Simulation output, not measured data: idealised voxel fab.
Herein follows the process module entitled voxel tone inversion.
We display cut, a cross-section 280 nm in width whose square cells are each 5 nm.
A cross-section is a grid of square cells, given in bands from the top down. A band is one or more rows of cells.
First you get the band's top height and its bottom height, in nm, and then the materials it's made of, left to right, with each width in nm. If you see a single material with "full width", that one covers the band edge to edge. "empty" is empty space.
Beneath 0, the wafer as received is one material, and that level is where height counting begins. The lowest band goes on downward without a bottom; it is written like "0 and below".
Width "30->40": first value at the band's top row of cells, second value at its bottom row, equal change from row to row.
A step reported as "no alteration" is a step in which no cell of the cross-section changed.
Entry "Catalogued sealed voids". Content: empty spaces with no open connection to the top, size 8 cells or greater. Each: width x height at distance. Distance: from left edge. Unit: nm.
Step line, after settings: the simulator's comment on this step.
Each step line may optionally specify "overlay nm", which for a step with a mask gives the rightward distance between the mask's planned place and where it lay, a negative value indicating the leftward direction.

The planned process steps are enumerated hereunder:
| 1 | RECEIVE: material Si |
| 2 | CONFORMAL_DEP: material SiN, thk nm 10 |
| 3 | DIRECTIONAL_DEP: material aC, thk nm 20 |
| 4 | PATTERN: tone cover, mask id POSTS, material resist, width nm 20, pitch nm 40, thk nm 30, overlay nm 0 |
| 5 | DIRECTIONAL_ETCH: etch materials aC, depth nm 20 |
| 6 | STRIP: etch materials resist |
| 7 | FILL_DEP: material lowk, thk nm 5 |
| 8 | CMP: height nm 30 |
| 9 | STRIP: etch materials aC |
| 10 | CONFORMAL_DEP: material TiN, thk nm 5 |
| 11 | FILL_DEP: material Ru, thk nm 5 |
| 12 | CMP: height nm 30 |
| 13 | CONFORMAL_DEP: material SiCN, thk nm 5 |

Delivered wafer in cross-section: state after step 1:
* 0 and below | Si full width
* Catalogued sealed voids: none

Looking at the first of two wafers in cross-section at end of module - ran to plan:
* 35 down to 30 | SiCN full width
* 30 down to 15 | lowk 90 nm  TiN 5 nm  Ru 10 nm  TiN 5 nm  lowk 20 nm  TiN 5 nm  Ru 10 nm  TiN 5 nm  lowk 20 nm  TiN 5 nm  Ru 10 nm  TiN 5 nm  lowk 90 nm
* 15 down to 10 | lowk 90 nm  TiN 20 nm  lowk 20 nm  TiN 20 nm  lowk 20 nm  TiN 20 nm  lowk 90 nm
* 10 down to 0 | SiN full width
* 0 and below | Si full width
* Catalogued sealed voids: none

Wafer two, end of module, cross-section. Same start, same plan as wafer one. One mistake in the run:
* 35 down to 30 | SiCN full width
* 30 down to 10 | TiN full width
* 10 down to 0 | SiN full width
* 0 and below | Si full width
* Catalogued sealed voids: none
Plan not followed: so step 3 ended up running with a different setting than we planned, it ran as DIRECTIONAL_DEP: material TiN, thk nm 20
Counted in cells at the end, the second wafer holds more or fewer of these materials than the first: Ru: 18 fewer | TiN: 194 more | lowk: 176 fewer
